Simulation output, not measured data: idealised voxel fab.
The following is a process module called voxel wiring stack.
235 nm wide, 5 nm square cells: that's cross-section cut.
Cross-section = grid of square cells, listed top down in bands; band = one or more rows.
In this notation a band is specified by the heights of its top and bottom, in that order and in nm, after which its materials appear from left to right, each paired with its width in nm. The word "everywhere" attached to a single material means that material fills the band from edge to edge; the word "blank" stands for empty space.
Zero point of the height axis is 0; under it, received wafer = one material. Lowest band: continues down indefinitely, "0 down".
Width: "30->40" (first number = top row, second number = bottom row, same change from row to row of cells).
The cross-section has no changed cell in any step marked "nothing changed".
"Enclosed empty spaces" contains a list of empty spaces, each no smaller than 8 cells and without an open way to the top, written in the form width x height at distance with the distance from the left edge and all three in nm.
Whatever follows a step's settings on its line is a remark the simulator itself makes about that step.
overlay nm: where the mask lay relative to plan, measured to the right, on steps with a mask; negatives go left.

-- These are the steps we planned for the process
1,RECEIVE [material Si]
2,CONFORMAL_DEP [material SiO2] [thk nm 10]
3,CONFORMAL_DEP [material SiCN] [thk nm 5]
4,DIRECTIONAL_DEP [material lowk] [thk nm 15]
5,DIRECTIONAL_DEP [material aC] [thk nm 15]
6,PATTERN [tone open] [mask id METAL_1] [material resist] [width nm 25] [pitch nm 50] [thk nm 30] [overlay nm 0]
7,DIRECTIONAL_ETCH [etch materials aC] [depth nm 15]
8,STRIP [etch materials resist]
9,DIRECTIONAL_ETCH [etch materials lowk] [depth nm 15]
10,DIRECTIONAL_ETCH [etch materials SiCN] [depth nm 5]
11,STRIP [etch materials aC]
12,CONFORMAL_DEP [material TiN] [thk nm 5]
13,FILL_DEP [material Cu] [thk nm 10]
14,CMP [height nm 30]
15,CONFORMAL_DEP [material SiCN] [thk nm 5]
16,DIRECTIONAL_DEP [material lowk] [thk nm 15]
17,DIRECTIONAL_DEP [material aC] [thk nm 10]
18,PATTERN [tone open] [mask id PLUG_1] [material resist] [width nm 15] [pitch nm 50] [thk nm 30] [overlay nm 0]
19,DIRECTIONAL_ETCH [etch materials aC] [depth nm 10]
20,STRIP [etch materials resist]
21,DIRECTIONAL_ETCH [etch materials lowk] [depth nm 15]
22,DIRECTIONAL_ETCH [etch materials SiCN] [depth nm 5]
23,STRIP [etch materials aC]
24,CONFORMAL_DEP [material TiN] [thk nm 5]
25,FILL_DEP [material Cu] [thk nm 5]
26,CMP [height nm 50]
27,CONFORMAL_DEP [material SiCN] [thk nm 5]
28,DIRECTIONAL_DEP [material SiO2] [thk nm 20]
29,PATTERN [tone open] [mask id METAL_2] [material resist] [width nm 25] [pitch nm 50] [thk nm 20] [overlay nm 0]
30,DIRECTIONAL_ETCH [etch materials SiO2] [depth nm 20]
31,DIRECTIONAL_ETCH [etch materials SiCN] [depth nm 5]
32,STRIP [etch materials resist]
33,CONFORMAL_DEP [material TiN] [thk nm 5]
34,FILL_DEP [material W] [thk nm 10]
35,CMP [height nm 75]
36,CONFORMAL_DEP [material SiCN] [thk nm 5]
37,DIRECTIONAL_DEP [material SiO2] [thk nm 25]
38,DIRECTIONAL_DEP [material aC] [thk nm 15]
39,PATTERN [tone open] [mask id METAL_3] [material resist] [width nm 25] [pitch nm 50] [thk nm 35] [overlay nm 0]
40,DIRECTIONAL_ETCH [etch materials aC] [depth nm 15]
41,STRIP [etch materials resist]
42,DIRECTIONAL_ETCH [etch materials SiO2] [depth nm 15]
43,STRIP [etch materials aC]
44,PATTERN [tone open] [mask id METAL_3_HOLES] [material resist] [width nm 15] [pitch nm 50] [thk nm 15] [overlay nm 0]
45,DIRECTIONAL_ETCH [etch materials SiO2] [depth nm 10]
46,DIRECTIONAL_ETCH [etch materials SiCN] [depth nm 5]
47,STRIP [etch materials resist]
48,CONFORMAL_DEP [material TiN] [thk nm 5]
49,FILL_DEP [material Ru] [thk nm 10]
50,CMP [height nm 105]
51,CONFORMAL_DEP [material SiCN] [thk nm 5]

-- Received-state cross-section, reflecting completion of step 1
* 0 down = Si everywhere
* Enclosed empty spaces: none

-- This is how the wafer looks in cross-section once the module is done, given the starting state and plan above and one mistake in carrying the plan out
* 110 to 105 = SiCN everywhere
* 105 to 95 = SiO2 80; TiN 5; Ru 15; TiN 5; SiO2 25; TiN 5; Ru 15; TiN 5; SiO2 80
* 95 to 90 = SiO2 80; TiN 5; Ru 5; TiN 15; SiO2 25; TiN 5; Ru 5; TiN 15; SiO2 80
* 90 to 80 = SiO2 80; TiN 5; Ru 5; TiN 5; SiO2 35; TiN 5; Ru 5; TiN 5; SiO2 90
* 80 to 75 = SiCN 80; TiN 15; SiCN 35; TiN 15; SiCN 90
* 75 to 55 = SiO2 80; TiN 5; W 15; TiN 5; SiO2 25; TiN 5; W 15; TiN 5; SiO2 80
* 55 to 45 = SiCN 80; TiN 25->15; SiCN 25->35; TiN 25->15; SiCN 80->90
* 45 to 35 = Cu everywhere
* 35 to 30 = TiN 85; Cu 15; TiN 35; Cu 15; TiN 85
* 30 to 15 = lowk 80; TiN 5; Cu 15; TiN 5; lowk 25; TiN 5; Cu 15; TiN 5; lowk 80
* 15 to 10 = SiCN 80; TiN 25; SiCN 25; TiN 25; SiCN 80
* 10 to 0 = SiO2 everywhere
* 0 down = Si everywhere
* Enclosed empty spaces: none
Plan not followed: step 14 of the plan got skipped, so it never ran
